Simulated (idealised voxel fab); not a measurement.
Module name: voxel wiring stack (process module)
Section cut is 285 nm wide and gridded with 5 nm square cells.
A cross-section is a grid of square cells, given in bands from the top down. A band is one or more rows of cells.
The entry gives the band's vertical extent as a top height and a bottom height in nm, then its horizontal make-up as materials from left to right, each with a width in nm. "blank" stands for empty space; a single material marked "throughout" fills the band edge to edge.
Ref level 0: as-received wafer is one material below here. Bottom band extends down with no lower bound ("top 0, no bottom").
Width: "30 to 40" (first number = top row, second number = bottom row, same change from row to row of cells).
No cell of the cross-section changed in a step that is given as "no modifications".
"Closed void table" lists enclosed empty spaces (at least 8 cells, no open path upward to the top), each as width x height at distance from the left edge, in nm.
Text after the settings on a step's line: the simulator's own remark on that step.
"overlay nm" on a masked step: distance the mask lay right of its planned place, negative for left.
Note: before/after cross-section pairs follow, one process step per pair, after-side truncated at the lowest changed band, step and settings given beneath. Different runs of this module on the same starting wafer may supply the pairs; a pair continues the one above only where the "Prior to processing" entry says so.
Prior to processing
- top 0, no bottom  Si throughout
- Closed void table: none
Resultant Cross-Section
- top 10, bottom 0  SiO2 throughout
- Nothing below the height 0 has changed.
- Closed void table: none
the step between: CONFORMAL_DEP, material SiO2, thk nm 10
Prior to processing: it's just the after picture from the pair right above this one.
Resultant Cross-Section
- top 15, bottom 10  SiN throughout
- Nothing below the height 10 has changed.
- Closed void table: none
the step between: CONFORMAL_DEP, material SiN, thk nm 5
Prior to processing: it's just the after picture from the pair right above this one.
Resultant Cross-Section
- top 40, bottom 15  lowk throughout
- Nothing below the height 15 has changed.
- Closed void table: none
the step between: DIRECTIONAL_DEP, material lowk, thk nm 25
Prior to processing: it's just the after picture from the pair right above this one.
Resultant Cross-Section
- top 40, bottom 15  100 nm lowk / 25 nm blank / 30 nm lowk / 25 nm blank / 105 nm lowk
- Nothing below the height 15 has changed.
- Closed void table: none
the step between: MASKED_ETCH, tone open, mask id METAL_1, width nm 25, pitch nm 55, etch materials lowk, depth nm 25, overlay nm 0
Prior to processing: it's just the after picture from the pair right above this one.
Resultant Cross-Section
- top 40, bottom 15  100 nm lowk / 25 nm blank / 30 nm lowk / 25 nm blank / 105 nm lowk
- top 15, bottom 10  100 nm SiN / 25 nm blank / 30 nm SiN / 25 nm blank / 105 nm SiN
- Nothing below the height 10 has changed.
- Closed void table: none
the step between: MASKED_ETCH, tone open, mask id METAL_1, width nm 25, pitch nm 55, etch materials SiN, depth nm 5, overlay nm 0
Prior to processing: it's just the after picture from the pair right above this one.
Resultant Cross-Section
- top 45, bottom 40  105 nm TiN / 15 nm blank / 40 nm TiN / 15 nm blank / 110 nm TiN
- top 40, bottom 15  100 nm lowk / 5 nm TiN / 15 nm blank / 5 nm TiN / 30 nm lowk / 5 nm TiN / 15 nm blank / 5 nm TiN / 105 nm lowk
- top 15, bottom 10  100 nm SiN / 25 nm TiN / 30 nm SiN / 25 nm TiN / 105 nm SiN
- Nothing below the height 10 has changed.
- Closed void table: none
the step between: CONFORMAL_DEP, material TiN, thk nm 5
Prior to processing: it's just the after picture from the pair right above this one.
Resultant Cross-Section
- top 50, bottom 45  Cu throughout
- top 45, bottom 40  105 nm TiN / 15 nm Cu / 40 nm TiN / 15 nm Cu / 110 nm TiN
- top 40, bottom 15  100 nm lowk / 5 nm TiN / 15 nm Cu / 5 nm TiN / 30 nm lowk / 5 nm TiN / 15 nm Cu / 5 nm TiN / 105 nm lowk
- Nothing below the height 15 has changed.
- Closed void table: none
the step between: FILL_DEP, material Cu, thk nm 5
Prior to processing: it's just the after picture from the pair right above this one.
Resultant Cross-Section
- top 40, bottom 15  100 nm lowk / 5 nm TiN / 15 nm Cu / 5 nm TiN / 30 nm lowk / 5 nm TiN / 15 nm Cu / 5 nm TiN / 105 nm lowk
- Nothing below the height 15 has changed.
- Closed void table: none
the step between: CMP, height nm 40
Prior to processing: it's just the after picture from the pair right above this one.
Resultant Cross-Section
- top 45, bottom 40  SiCN throughout
- Nothing below the height 40 has changed.
- Closed void table: none
the step between: CONFORMAL_DEP, material SiCN, thk nm 5
Prior to processing: it's just the after picture from the pair right above this one.
Resultant Cross-Section
- top 70, bottom 45  SiO2 throughout
- Nothing below the height 45 has changed.
- Closed void table: none
the step between: DIRECTIONAL_DEP, material SiO2, thk nm 25
Prior to processing: it's just the after picture from the pair right above this one.
Resultant Cross-Section
- top 80, bottom 70  aC throughout
- Nothing below the height 70 has changed.
- Closed void table: none
the step between: DIRECTIONAL_DEP, material aC, thk nm 10
Prior to processing: it's just the after picture from the pair right above this one.
Resultant Cross-Section
- top 110, bottom 80  100 nm resist / 15 nm blank / 170 nm resist
- Nothing below the height 80 has changed.
- Closed void table: none
the step between: PATTERN, tone open, mask id METAL_2_HOLES, material resist, width nm 15, thk nm 30, overlay nm 0
Prior to processing: it's just the after picture from the pair right above this one.
Resultant Cross-Section
- top 100, bottom 80  100 nm resist / 15 nm blank / 170 nm resist
- top 80, bottom 70  100 nm aC / 15 nm blank / 170 nm aC
- Nothing below the height 70 has changed.
- Closed void table: none
the step between: DIRECTIONAL_ETCH, etch materials aC, depth nm 10
Prior to processing: it's just the after picture from the pair right above this one.
Resultant Cross-Section
- top 80, bottom 70  100 nm aC / 15 nm blank / 170 nm aC
- Nothing below the height 70 has changed.
- Closed void table: none
the step between: STRIP, etch materials resist
Prior to processing: it's just the after picture from the pair right above this one.
Resultant Cross-Section
- top 80, bottom 70  100 nm aC / 15 nm blank / 170 nm aC
- top 70, bottom 45  100 nm SiO2 / 15 nm blank / 170 nm SiO2
- Nothing below the height 45 has changed.
- Closed void table: none
the step between: DIRECTIONAL_ETCH, etch materials SiO2, depth nm 25
Prior to processing: it's just the after picture from the pair right above this one.
Resultant Cross-Section
- top 70, bottom 45  100 nm SiO2 / 15 nm blank / 170 nm SiO2
- Nothing below the height 45 has changed.
- Closed void table: none
the step between: STRIP, etch materials aC
Prior to processing: it's just the after picture from the pair right above this one.
Resultant Cross-Section
- top 70, bottom 55  100 nm SiO2 / 25 nm blank / 30 nm SiO2 / 25 nm blank / 105 nm SiO2
- Nothing below the height 55 has changed.
- Closed void table: none
the step between: MASKED_ETCH, tone open, mask id METAL_2, width nm 25, pitch nm 55, etch materials SiO2, depth nm 15, overlay nm 0
Prior to processing: it's just the after picture from the pair right above this one.
Resultant Cross-Section
- top 70, bottom 55  100 nm SiO2 / 25 nm blank / 30 nm SiO2 / 25 nm blank / 105 nm SiO2
- top 55, bottom 45  100 nm SiO2 / 15 nm blank / 170 nm SiO2
- top 45, bottom 40  100 nm SiCN / 15 nm blank / 170 nm SiCN
- Nothing below the height 40 has changed.
- Closed void table: none
the step between: MASKED_ETCH, tone open, mask id METAL_2, width nm 25, pitch nm 55, etch materials SiCN, depth nm 5, overlay nm 0
Prior to processing: it's just the after picture from the pair right above this one.
Resultant Cross-Section
- top 75, bottom 70  105 nm TiN / 15 nm blank / 40 nm TiN / 15 nm blank / 110 nm TiN
- top 70, bottom 60  100 nm SiO2 / 5 nm TiN / 15 nm blank / 5 nm TiN / 30 nm SiO2 / 5 nm TiN / 15 nm blank / 5 nm TiN / 105 nm SiO2
- top 60, bottom 55  100 nm SiO2 / 5 nm TiN / 5 nm blank / 15 nm TiN / 30 nm SiO2 / 25 nm TiN / 105 nm SiO2
- top 55, bottom 45  100 nm SiO2 / 5 nm TiN / 5 nm blank / 5 nm TiN / 170 nm SiO2
- top 45, bottom 40  100 nm SiCN / 15 nm TiN / 170 nm SiCN
- Nothing below the height 40 has changed.
- Closed void table: none
the step between: CONFORMAL_DEP, material TiN, thk nm 5
Prior to processing: it's just the after picture from the pair right above this one.
Resultant Cross-Section
- top 80, bottom 75  Cu throughout
- top 75, bottom 70  105 nm TiN / 15 nm Cu / 40 nm TiN / 15 nm Cu / 110 nm TiN
- top 70, bottom 60  100 nm SiO2 / 5 nm TiN / 15 nm Cu / 5 nm TiN / 30 nm SiO2 / 5 nm TiN / 15 nm Cu / 5 nm TiN / 105 nm SiO2
- top 60, bottom 55  100 nm SiO2 / 5 nm TiN / 5 nm Cu / 15 nm TiN / 30 nm SiO2 / 25 nm TiN / 105 nm SiO2
- top 55, bottom 45  100 nm SiO2 / 5 nm TiN / 5 nm Cu / 5 nm TiN / 170 nm SiO2
- Nothing below the height 45 has changed.
- Closed void table: none
the step between: FILL_DEP, material Cu, thk nm 5
Prior to processing: it's just the after picture from the pair right above this one.
Resultant Cross-Section
- top 70, bottom 60  100 nm SiO2 / 5 nm TiN / 15 nm Cu / 5 nm TiN / 30 nm SiO2 / 5 nm TiN / 15 nm Cu / 5 nm TiN / 105 nm SiO2
- Nothing below the height 60 has changed.
- Closed void table: none
the step between: CMP, height nm 70
Prior to processing: it's just the after picture from the pair right above this one.
Resultant Cross-Section
- top 75, bottom 70  SiCN throughout
- Nothing below the height 70 has changed.
- Closed void table: none
the step between: CONFORMAL_DEP, material SiCN, thk nm 5
Prior to processing: it's just the after picture from the pair right above this one.
Resultant Cross-Section
- top 105, bottom 75  SiO2 throughout
- Nothing below the height 75 has changed.
- Closed void table: none
the step between: DIRECTIONAL_DEP, material SiO2, thk nm 30
Prior to processing: it's just the after picture from the pair right above this one.
Resultant Cross-Section
- top 105, bottom 85  100 nm SiO2 / 25 nm blank / 30 nm SiO2 / 25 nm blank / 105 nm SiO2
- Nothing below the height 85 has changed.
- Closed void table: none
the step between: MASKED_ETCH, tone open, mask id METAL_3, width nm 25, pitch nm 55, etch materials SiO2, depth nm 20, overlay nm 0
Prior to processing: it's just the after picture from the pair right above this one.
Resultant Cross-Section
- top 115, bottom 105  100 nm aC / 25 nm blank / 30 nm aC / 25 nm blank / 105 nm aC
- top 105, bottom 95  100 nm SiO2 / 25 nm blank / 30 nm SiO2 / 25 nm blank / 105 nm SiO2
- top 95, bottom 85  100 nm SiO2 / 25 nm aC / 30 nm SiO2 / 25 nm aC / 105 nm SiO2
- Nothing below the height 85 has changed.
- Closed void table: none
the step between: DIRECTIONAL_DEP, material aC, thk nm 10
Prior to processing: it's just the after picture from the pair right above this one.
Resultant Cross-Section
- top 140, bottom 115  100 nm resist / 15 nm blank / 40 nm resist / 15 nm blank / 115 nm resist
- top 115, bottom 105  100 nm aC / 15 nm blank / 10 nm resist / 30 nm aC / 15 nm blank / 10 nm resist / 105 nm aC
- top 105, bottom 95  100 nm SiO2 / 15 nm blank / 10 nm resist / 30 nm SiO2 / 15 nm blank / 10 nm resist / 105 nm SiO2
- Nothing below the height 95 has changed.
- Closed void table: none
the step between: PATTERN, tone open, mask id METAL_3_HOLES, material resist, width nm 15, pitch nm 55, thk nm 25, overlay nm 0
Prior to processing: it's just the after picture from the pair right above this one.
Resultant Cross-Section
- top 130, bottom 115  100 nm resist / 15 nm blank / 40 nm resist / 15 nm blank / 115 nm resist
- top 115, bottom 105  100 nm aC / 15 nm blank / 10 nm resist / 30 nm aC / 15 nm blank / 10 nm resist / 105 nm aC
- top 105, bottom 95  100 nm SiO2 / 15 nm blank / 10 nm resist / 30 nm SiO2 / 15 nm blank / 10 nm resist / 105 nm SiO2
- top 95, bottom 85  100 nm SiO2 / 15 nm blank / 10 nm aC / 30 nm SiO2 / 15 nm blank / 10 nm aC / 105 nm SiO2
- Nothing below the height 85 has changed.
- Closed void table: none
the step between: DIRECTIONAL_ETCH, etch materials aC, depth nm 10
Prior to processing: it's just the after picture from the pair right above this one.
Resultant Cross-Section
- top 115, bottom 105  100 nm aC / 25 nm blank / 30 nm aC / 25 nm blank / 105 nm aC
- top 105, bottom 95  100 nm SiO2 / 25 nm blank / 30 nm SiO2 / 25 nm blank / 105 nm SiO2
- Nothing below the height 95 has changed.
- Closed void table: none
the step between: STRIP, etch materials resist
Prior to processing: it's just the after picture from the pair right above this one.
Resultant Cross-Section
- top 115, bottom 105  100 nm aC / 25 nm blank / 30 nm aC / 25 nm blank / 105 nm aC
- top 105, bottom 95  100 nm SiO2 / 25 nm blank / 30 nm SiO2 / 25 nm blank / 105 nm SiO2
- top 95, bottom 85  100 nm SiO2 / 15 nm blank / 10 nm aC / 30 nm SiO2 / 15 nm blank / 10 nm aC / 105 nm SiO2
- top 85, bottom 75  100 nm SiO2 / 15 nm blank / 40 nm SiO2 / 15 nm blank / 115 nm SiO2
- Nothing below the height 75 has changed.
- Closed void table: none
the step between: DIRECTIONAL_ETCH, etch materials SiO2, depth nm 10
Prior to processing: it's just the after picture from the pair right above this one.
Resultant Cross-Section
- top 115, bottom 105  100 nm aC / 25 nm blank / 30 nm aC / 25 nm blank / 105 nm aC
- top 105, bottom 95  100 nm SiO2 / 25 nm blank / 30 nm SiO2 / 25 nm blank / 105 nm SiO2
- top 95, bottom 85  100 nm SiO2 / 15 nm blank / 10 nm aC / 30 nm SiO2 / 15 nm blank / 10 nm aC / 105 nm SiO2
- top 85, bottom 75  100 nm SiO2 / 15 nm blank / 40 nm SiO2 / 15 nm blank / 115 nm SiO2
- top 75, bottom 70  100 nm SiCN / 15 nm blank / 40 nm SiCN / 15 nm blank / 115 nm SiCN
- Nothing below the height 70 has changed.
- Closed void table: none
the step between: DIRECTIONAL_ETCH, etch materials SiCN, depth nm 5
Prior to processing: it's just the after picture from the pair right above this one.
Resultant Cross-Section
- top 105, bottom 85  100 nm SiO2 / 25 nm blank / 30 nm SiO2 / 25 nm blank / 105 nm SiO2
- Nothing below the height 85 has changed.
- Closed void table: none
the step between: STRIP, etch materials aC
Prior to processing: it's just the after picture from the pair right above this one.
Resultant Cross-Section
- top 110, bottom 105  105 nm TiN / 15 nm blank / 40 nm TiN / 15 nm blank / 110 nm TiN
- top 105, bottom 90  100 nm SiO2 / 5 nm TiN / 15 nm blank / 5 nm TiN / 30 nm SiO2 / 5 nm TiN / 15 nm blank / 5 nm TiN / 105 nm SiO2
- top 90, bottom 85  100 nm SiO2 / 5 nm TiN / 5 nm blank / 15 nm TiN / 30 nm SiO2 / 5 nm TiN / 5 nm blank / 15 nm TiN / 105 nm SiO2
- top 85, bottom 75  100 nm SiO2 / 5 nm TiN / 5 nm blank / 5 nm TiN / 40 nm SiO2 / 5 nm TiN / 5 nm blank / 5 nm TiN / 115 nm SiO2
- top 75, bottom 70  100 nm SiCN / 15 nm TiN / 40 nm SiCN / 15 nm TiN / 115 nm SiCN
- Nothing below the height 70 has changed.
- Closed void table: none
the step between: CONFORMAL_DEP, material TiN, thk nm 5
Prior to processing: it's just the after picture from the pair right above this one.
Resultant Cross-Section
- top 115, bottom 110  Cu throughout
- top 110, bottom 105  105 nm TiN / 15 nm Cu / 40 nm TiN / 15 nm Cu / 110 nm TiN
- top 105, bottom 90  100 nm SiO2 / 5 nm TiN / 15 nm Cu / 5 nm TiN / 30 nm SiO2 / 5 nm TiN / 15 nm Cu / 5 nm TiN / 105 nm SiO2
- top 90, bottom 85  100 nm SiO2 / 5 nm TiN / 5 nm Cu / 15 nm TiN / 30 nm SiO2 / 5 nm TiN / 5 nm Cu / 15 nm TiN / 105 nm SiO2
- top 85, bottom 75  100 nm SiO2 / 5 nm TiN / 5 nm Cu / 5 nm TiN / 40 nm SiO2 / 5 nm TiN / 5 nm Cu / 5 nm TiN / 115 nm SiO2
- Nothing below the height 75 has changed.
- Closed void table: none
the step between: FILL_DEP, material Cu, thk nm 5
Prior to processing: it's just the after picture from the pair right above this one.
Resultant Cross-Section
- top 105, bottom 90  100 nm SiO2 / 5 nm TiN / 15 nm Cu / 5 nm TiN / 30 nm SiO2 / 5 nm TiN / 15 nm Cu / 5 nm TiN / 105 nm SiO2
- Nothing below the height 90 has changed.
- Closed void table: none
the step between: CMP, height nm 105
Prior to processing: it's just the after picture from the pair right above this one.
Resultant Cross-Section
- top 110, bottom 105  SiCN throughout
- Nothing below the height 105 has changed.
- Closed void table: none
the step between: CONFORMAL_DEP, material SiCN, thk nm 5
Prior to processing: it's just the after picture from the pair right above this one.
Resultant Cross-Section
- top 135, bottom 110  SiO2 throughout
- Nothing below the height 110 has changed.
- Closed void table: none
the step between: DIRECTIONAL_DEP, material SiO2, thk nm 25
Prior to processing: it's just the after picture from the pair right above this one.
Resultant Cross-Section
- top 155, bottom 135  100 nm resist / 15 nm blank / 40 nm resist / 15 nm blank / 115 nm resist
- Nothing below the height 135 has changed.
- Closed void table: none
the step between: PATTERN, tone open, mask id METAL_4_HOLES, material resist, width nm 15, pitch nm 55, thk nm 20, overlay nm 0
Prior to processing: it's just the after picture from the pair right above this one.
Resultant Cross-Section
- top 155, bottom 135  100 nm resist / 15 nm blank / 40 nm resist / 15 nm blank / 115 nm resist
- top 135, bottom 110  100 nm SiO2 / 15 nm blank / 40 nm SiO2 / 15 nm blank / 115 nm SiO2
- Nothing below the height 110 has changed.
- Closed void table: none
the step between: DIRECTIONAL_ETCH, etch materials SiO2, depth nm 25
Prior to processing: it's just the after picture from the pair right above this one.
Resultant Cross-Section
- top 135, bottom 110  100 nm SiO2 / 15 nm blank / 40 nm SiO2 / 15 nm blank / 115 nm SiO2
- Nothing below the height 110 has changed.
- Closed void table: none
the step between: STRIP, etch materials resist
Prior to processing: it's just the after picture from the pair right above this one.
Resultant Cross-Section
- top 155, bottom 135  100 nm resist / 25 nm blank / 30 nm resist / 25 nm blank / 105 nm resist
- Nothing below the height 135 has changed.
- Closed void table: none
the step between: PATTERN, tone open, mask id METAL_4, material resist, width nm 25, pitch nm 55, thk nm 20, overlay nm 0
Prior to processing: it's just the after picture from the pair right above this one.
Resultant Cross-Section
- top 155, bottom 135  100 nm resist / 25 nm blank / 30 nm resist / 25 nm blank / 105 nm resist
- top 135, bottom 120  100 nm SiO2 / 25 nm blank / 30 nm SiO2 / 25 nm blank / 105 nm SiO2
- Nothing below the height 120 has changed.
- Closed void table: none
the step between: DIRECTIONAL_ETCH, etch materials SiO2, depth nm 15
Prior to processing: it's just the after picture from the pair right above this one.
Resultant Cross-Section
- top 155, bottom 135  100 nm resist / 25 nm blank / 30 nm resist / 25 nm blank / 105 nm resist
- top 135, bottom 120  100 nm SiO2 / 25 nm blank / 30 nm SiO2 / 25 nm blank / 105 nm SiO2
- top 120, bottom 110  100 nm SiO2 / 15 nm blank / 40 nm SiO2 / 15 nm blank / 115 nm SiO2
- top 110, bottom 105  100 nm SiCN / 15 nm blank / 40 nm SiCN / 15 nm blank / 115 nm SiCN
- Nothing below the height 105 has changed.
- Closed void table: none
the step between: DIRECTIONAL_ETCH, etch materials SiCN, depth nm 5
Prior to processing: it's just the after picture from the pair right above this one.
Resultant Cross-Section
- top 135, bottom 120  100 nm SiO2 / 25 nm blank / 30 nm SiO2 / 25 nm blank / 105 nm SiO2
- Nothing below the height 120 has changed.
- Closed void table: none
the step between: STRIP, etch materials resist
Prior to processing: it's just the after picture from the pair right above this one.
Resultant Cross-Section
- top 140, bottom 135  105 nm TiN / 15 nm blank / 40 nm TiN / 15 nm blank / 110 nm TiN
- top 135, bottom 125  100 nm SiO2 / 5 nm TiN / 15 nm blank / 5 nm TiN / 30 nm SiO2 / 5 nm TiN / 15 nm blank / 5 nm TiN / 105 nm SiO2
- top 125, bottom 120  100 nm SiO2 / 5 nm TiN / 5 nm blank / 15 nm TiN / 30 nm SiO2 / 5 nm TiN / 5 nm blank / 15 nm TiN / 105 nm SiO2
- top 120, bottom 110  100 nm SiO2 / 5 nm TiN / 5 nm blank / 5 nm TiN / 40 nm SiO2 / 5 nm TiN / 5 nm blank / 5 nm TiN / 115 nm SiO2
- top 110, bottom 105  100 nm SiCN / 15 nm TiN / 40 nm SiCN / 15 nm TiN / 115 nm SiCN
- Nothing below the height 105 has changed.
- Closed void table: none
the step between: CONFORMAL_DEP, material TiN, thk nm 5
Prior to processing: it's just the after picture from the pair right above this one.
Resultant Cross-Section
- top 150, bottom 140  Cu throughout
- top 140, bottom 135  105 nm TiN / 15 nm Cu / 40 nm TiN / 15 nm Cu / 110 nm TiN
- top 135, bottom 125  100 nm SiO2 / 5 nm TiN / 15 nm Cu / 5 nm TiN / 30 nm SiO2 / 5 nm TiN / 15 nm Cu / 5 nm TiN / 105 nm SiO2
- top 125, bottom 120  100 nm SiO2 / 5 nm TiN / 5 nm Cu / 15 nm TiN / 30 nm SiO2 / 5 nm TiN / 5 nm Cu / 15 nm TiN / 105 nm SiO2
- top 120, bottom 110  100 nm SiO2 / 5 nm TiN / 5 nm Cu / 5 nm TiN / 40 nm SiO2 / 5 nm TiN / 5 nm Cu / 5 nm TiN / 115 nm SiO2
- Nothing below the height 110 has changed.
- Closed void table: none
the step between: FILL_DEP, material Cu, thk nm 10
Prior to processing: it's just the after picture from the pair right above this one.
Resultant Cross-Section
- top 135, bottom 125  100 nm SiO2 / 5 nm TiN / 15 nm Cu / 5 nm TiN / 30 nm SiO2 / 5 nm TiN / 15 nm Cu / 5 nm TiN / 105 nm SiO2
- Nothing below the height 125 has changed.
- Closed void table: none
the step between: CMP, height nm 135
Prior to processing: it's just the after picture from the pair right above this one.
Resultant Cross-Section
- top 140, bottom 135  SiN throughout
- Nothing below the height 135 has changed.
- Closed void table: none
the step between: CONFORMAL_DEP, material SiN, thk nm 5
Prior to processing
- top 10, bottom 0  SiO2 throughout
- top 0, no bottom  Si throughout
- Closed void table: none
Resultant Cross-Section
- top 35, bottom 10  lowk throughout
- Nothing below the height 10 has changed.
- Closed void table: none
the step between: DIRECTIONAL_DEP, material lowk, thk nm 25
Prior to processing: it's just the after picture from the pair right above this one.
Resultant Cross-Section
- top 35, bottom 10  100 nm lowk / 25 nm blank / 30 nm lowk / 25 nm blank / 105 nm lowk
- Nothing below the height 10 has changed.
- Closed void table: none
the step between: MASKED_ETCH, tone open, mask id METAL_1, width nm 25, pitch nm 55, etch materials lowk, depth nm 25, overlay nm 0
Prior to processing: it's just the after picture from the pair right above this one.
Resultant Cross-Section
- top 40, bottom 35  105 nm TiN / 15 nm blank / 40 nm TiN / 15 nm blank / 110 nm TiN
- top 35, bottom 15  100 nm lowk / 5 nm TiN / 15 nm blank / 5 nm TiN / 30 nm lowk / 5 nm TiN / 15 nm blank / 5 nm TiN / 105 nm lowk
- top 15, bottom 10  100 nm lowk / 25 nm TiN / 30 nm lowk / 25 nm TiN / 105 nm lowk
- Nothing below the height 10 has changed.
- Closed void table: none
the step between: CONFORMAL_DEP, material TiN, thk nm 5
Prior to processing: it's just the after picture from the pair right above this one.
Resultant Cross-Section
- top 45, bottom 40  Cu throughout
- top 40, bottom 35  105 nm TiN / 15 nm Cu / 40 nm TiN / 15 nm Cu / 110 nm TiN
- top 35, bottom 15  100 nm lowk / 5 nm TiN / 15 nm Cu / 5 nm TiN / 30 nm lowk / 5 nm TiN / 15 nm Cu / 5 nm TiN / 105 nm lowk
- Nothing below the height 15 has changed.
- Closed void table: none
the step between: FILL_DEP, material Cu, thk nm 5
Prior to processing: it's just the after picture from the pair right above this one.
Resultant Cross-Section
- top 40, bottom 35  105 nm TiN / 15 nm Cu / 40 nm TiN / 15 nm Cu / 110 nm TiN
- Nothing below the height 35 has changed.
- Closed void table: none
the step between: CMP, height nm 40
Prior to processing: it's just the after picture from the pair right above this one.
Resultant Cross-Section
- top 45, bottom 40  SiCN throughout
- Nothing below the height 40 has changed.
- Closed void table: none
the step between: CONFORMAL_DEP, material SiCN, thk nm 5
Prior to processing: it's just the after picture from the pair right above this one.
Resultant Cross-Section
- top 70, bottom 45  SiO2 throughout
- Nothing below the height 45 has changed.
- Closed void table: none
the step between: DIRECTIONAL_DEP, material SiO2, thk nm 25
Prior to processing: it's just the after picture from the pair right above this one.
Resultant Cross-Section
- top 80, bottom 70  aC throughout
- Nothing below the height 70 has changed.
- Closed void table: none
the step between: DIRECTIONAL_DEP, material aC, thk nm 10
Prior to processing: it's just the after picture from the pair right above this one.
Resultant Cross-Section
- top 110, bottom 80  100 nm resist / 15 nm blank / 170 nm resist
- Nothing below the height 80 has changed.
- Closed void table: none
the step between: PATTERN, tone open, mask id METAL_2_HOLES, material resist, width nm 15, thk nm 30, overlay nm 0
Prior to processing: it's just the after picture from the pair right above this one.
Resultant Cross-Section
- top 100, bottom 80  100 nm resist / 15 nm blank / 170 nm resist
- top 80, bottom 70  100 nm aC / 15 nm blank / 170 nm aC
- Nothing below the height 70 has changed.
- Closed void table: none
the step between: DIRECTIONAL_ETCH, etch materials aC, depth nm 10
Prior to processing: it's just the after picture from the pair right above this one.
Resultant Cross-Section
- top 80, bottom 70  100 nm aC / 15 nm blank / 170 nm aC
- Nothing below the height 70 has changed.
- Closed void table: none
the step between: STRIP, etch materials resist
Prior to processing: it's just the after picture from the pair right above this one.
Resultant Cross-Section
- top 80, bottom 70  100 nm aC / 15 nm blank / 170 nm aC
- top 70, bottom 45  100 nm SiO2 / 15 nm blank / 170 nm SiO2
- Nothing below the height 45 has changed.
- Closed void table: none
the step between: DIRECTIONAL_ETCH, etch materials SiO2, depth nm 25
Prior to processing: it's just the after picture from the pair right above this one.
Resultant Cross-Section
- top 70, bottom 45  100 nm SiO2 / 15 nm blank / 170 nm SiO2
- Nothing below the height 45 has changed.
- Closed void table: none
the step between: STRIP, etch materials aC
Prior to processing: it's just the after picture from the pair right above this one.
Resultant Cross-Section
- top 70, bottom 55  100 nm SiO2 / 25 nm blank / 30 nm SiO2 / 25 nm blank / 105 nm SiO2
- Nothing below the height 55 has changed.
- Closed void table: none
the step between: MASKED_ETCH, tone open, mask id METAL_2, width nm 25, pitch nm 55, etch materials SiO2, depth nm 15, overlay nm 0
Prior to processing: it's just the after picture from the pair right above this one.
Resultant Cross-Section
- top 70, bottom 55  100 nm SiO2 / 25 nm blank / 30 nm SiO2 / 25 nm blank / 105 nm SiO2
- top 55, bottom 45  100 nm SiO2 / 15 nm blank / 170 nm SiO2
- top 45, bottom 40  100 nm SiCN / 15 nm blank / 170 nm SiCN
- Nothing below the height 40 has changed.
- Closed void table: none
the step between: MASKED_ETCH, tone open, mask id METAL_2, width nm 25, pitch nm 55, etch materials SiCN, depth nm 5, overlay nm 0
Prior to processing: it's just the after picture from the pair right above this one.
Resultant Cross-Section
- top 75, bottom 70  105 nm TiN / 15 nm blank / 40 nm TiN / 15 nm blank / 110 nm TiN
- top 70, bottom 60  100 nm SiO2 / 5 nm TiN / 15 nm blank / 5 nm TiN / 30 nm SiO2 / 5 nm TiN / 15 nm blank / 5 nm TiN / 105 nm SiO2
- top 60, bottom 55  100 nm SiO2 / 5 nm TiN / 5 nm blank / 15 nm TiN / 30 nm SiO2 / 25 nm TiN / 105 nm SiO2
- top 55, bottom 45  100 nm SiO2 / 5 nm TiN / 5 nm blank / 5 nm TiN / 170 nm SiO2
- top 45, bottom 40  100 nm SiCN / 15 nm TiN / 170 nm SiCN
- Nothing below the height 40 has changed.
- Closed void table: none
the step between: CONFORMAL_DEP, material TiN, thk nm 5
Prior to processing: it's just the after picture from the pair right above this one.
Resultant Cross-Section
- top 80, bottom 75  Cu throughout
- top 75, bottom 70  105 nm TiN / 15 nm Cu / 40 nm TiN / 15 nm Cu / 110 nm TiN
- top 70, bottom 60  100 nm SiO2 / 5 nm TiN / 15 nm Cu / 5 nm TiN / 30 nm SiO2 / 5 nm TiN / 15 nm Cu / 5 nm TiN / 105 nm SiO2
- top 60, bottom 55  100 nm SiO2 / 5 nm TiN / 5 nm Cu / 15 nm TiN / 30 nm SiO2 / 25 nm TiN / 105 nm SiO2
- top 55, bottom 45  100 nm SiO2 / 5 nm TiN / 5 nm Cu / 5 nm TiN / 170 nm SiO2
- Nothing below the height 45 has changed.
- Closed void table: none
the step between: FILL_DEP, material Cu, thk nm 5
Prior to processing: it's just the after picture from the pair right above this one.
Resultant Cross-Section
- top 70, bottom 60  100 nm SiO2 / 5 nm TiN / 15 nm Cu / 5 nm TiN / 30 nm SiO2 / 5 nm TiN / 15 nm Cu / 5 nm TiN / 105 nm SiO2
- Nothing below the height 60 has changed.
- Closed void table: none
the step between: CMP, height nm 70
Prior to processing: it's just the after picture from the pair right above this one.
Resultant Cross-Section
- top 75, bottom 70  SiCN throughout
- Nothing below the height 70 has changed.
- Closed void table: none
the step between: CONFORMAL_DEP, material SiCN, thk nm 5
Prior to processing: it's just the after picture from the pair right above this one.
Resultant Cross-Section
- top 105, bottom 75  SiO2 throughout
- Nothing below the height 75 has changed.
- Closed void table: none
the step between: DIRECTIONAL_DEP, material SiO2, thk nm 30
Prior to processing: it's just the after picture from the pair right above this one.
Resultant Cross-Section
- top 105, bottom 85  100 nm SiO2 / 25 nm blank / 30 nm SiO2 / 25 nm blank / 105 nm SiO2
- Nothing below the height 85 has changed.
- Closed void table: none
the step between: MASKED_ETCH, tone open, mask id METAL_3, width nm 25, pitch nm 55, etch materials SiO2, depth nm 20, overlay nm 0
Prior to processing: it's just the after picture from the pair right above this one.
Resultant Cross-Section
- top 115, bottom 105  100 nm aC / 25 nm blank / 30 nm aC / 25 nm blank / 105 nm aC
- top 105, bottom 95  100 nm SiO2 / 25 nm blank / 30 nm SiO2 / 25 nm blank / 105 nm SiO2
- top 95, bottom 85  100 nm SiO2 / 25 nm aC / 30 nm SiO2 / 25 nm aC / 105 nm SiO2
- Nothing below the height 85 has changed.
- Closed void table: none
the step between: DIRECTIONAL_DEP, material aC, thk nm 10
Prior to processing: it's just the after picture from the pair right above this one.
Resultant Cross-Section
- top 140, bottom 115  100 nm resist / 15 nm blank / 40 nm resist / 15 nm blank / 115 nm resist
- top 115, bottom 105  100 nm aC / 15 nm blank / 10 nm resist / 30 nm aC / 15 nm blank / 10 nm resist / 105 nm aC
- top 105, bottom 95  100 nm SiO2 / 15 nm blank / 10 nm resist / 30 nm SiO2 / 15 nm blank / 10 nm resist / 105 nm SiO2
- Nothing below the height 95 has changed.
- Closed void table: none
the step between: PATTERN, tone open, mask id METAL_3_HOLES, material resist, width nm 15, pitch nm 55, thk nm 25, overlay nm 0
